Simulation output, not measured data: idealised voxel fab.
Process module name: voxel gate over fins
This is section cut - it's 290 nm across, gridded in 5 nm square cells.
For the purposes of this document, a cross-section shall be understood as a grid of square cells, specified as bands listed in top-to-bottom order, each band consisting of one or more rows of cells.
Band entry format. Leading values: height of top, height of bottom, nm. Remainder: materials in left-to-right order, each with its width in nm. Special words: "all across" on a single material, which then fills the band edge to edge; "blank", empty space.
Height reference: 0 = level under which incoming wafer is all one material. Lowest band: no bottom, runs on downward, e.g. "z 0 and below".
A width such as "30 to 40" changes by the same amount from each row of cells to the next, from the band's top row to its bottom row.
Where a step carries "identical to before", the cross-section came out of it unchanged, cell for cell.
Empty spaces counting at least 8 cells and having no open way to the top are listed in "Unvented cavities". The notation width x height at distance is used for each, the distance being from the left edge and all three values in nm.
after a step's settings: what the simulator itself notes on the step
When a step includes a mask, the "overlay nm" setting on its line states how far to the right of its planned place that mask lay, and negative values state how far to the left.
# Set out below are the planned steps of the process
1: RECEIVE, material Si
2: CONFORMAL_DEP, material SiN, thk nm 5
3: MASKED_ETCH, tone cover, mask id FINS, width nm 15, pitch nm 35, etch materials SiN, depth nm 5, overlay nm 0
4: MASKED_ETCH, tone cover, mask id FINS, width nm 15, pitch nm 35, etch materials Si, depth nm 35, overlay nm 0
5: FILL_DEP, material SiO2, thk nm 10
6: CMP, height nm 5
7: SELECTIVE_ETCH, etch materials SiO2, depth nm 20
8: STRIP, etch materials SiN
9: CONFORMAL_DEP, material HfO2, thk nm 5
10: CONFORMAL_DEP, material TiN, thk nm 5
11: FILL_DEP, material W, thk nm 10
12: CMP, height nm 15
13: CONFORMAL_DEP, material SiN, thk nm 5
# Cross-section of the wafer at receipt, which is the condition after step 1
  z 0 and below  Si all across
  Unvented cavities: none
# Final wafer profile in cross-section after the module, from the same start and plan as above, with one mistake made during processing
  z 20 to 15  SiN all across
  z 15 to 10  W all across
  z 10 to 5  W=90 / TiN=105 / W=95
  z 5 to 0  W=90 / TiN=5 / HfO2=25 / TiN=10 / HfO2=25 / TiN=10 / HfO2=25 / TiN=5 / W=95
  z 0 to -5  W=90 / TiN=5 / HfO2=5 / Si=15 / HfO2=5 / TiN=10 / HfO2=5 / Si=15 / HfO2=5 / TiN=10 / HfO2=5 / Si=15 / HfO2=5 / TiN=5 / W=95
  z -5 to -10  TiN=95 / HfO2=5 / Si=15 / HfO2=5 / TiN=10 / HfO2=5 / Si=15 / HfO2=5 / TiN=10 / HfO2=5 / Si=15 / HfO2=5 / TiN=100
  z -10 to -15  HfO2=85 / TiN=10 / HfO2=5 / Si=15 / HfO2=5 / TiN=10 / HfO2=5 / Si=15 / HfO2=5 / TiN=10 / HfO2=5 / Si=15 / HfO2=5 / TiN=10 / HfO2=90
  z -15 to -20  SiO2=80 / HfO2=20 / Si=15 / HfO2=20 / Si=15 / HfO2=20 / Si=15 / HfO2=20 / SiO2=85
  z -20 to -35  SiO2=100 / Si=15 / SiO2=20 / Si=15 / SiO2=20 / Si=15 / SiO2=105
  z -35 and below  Si all across
  Unvented cavities: none
The plan and the run diverged here: transposition of steps 7 and 8 relative to the planned sequence
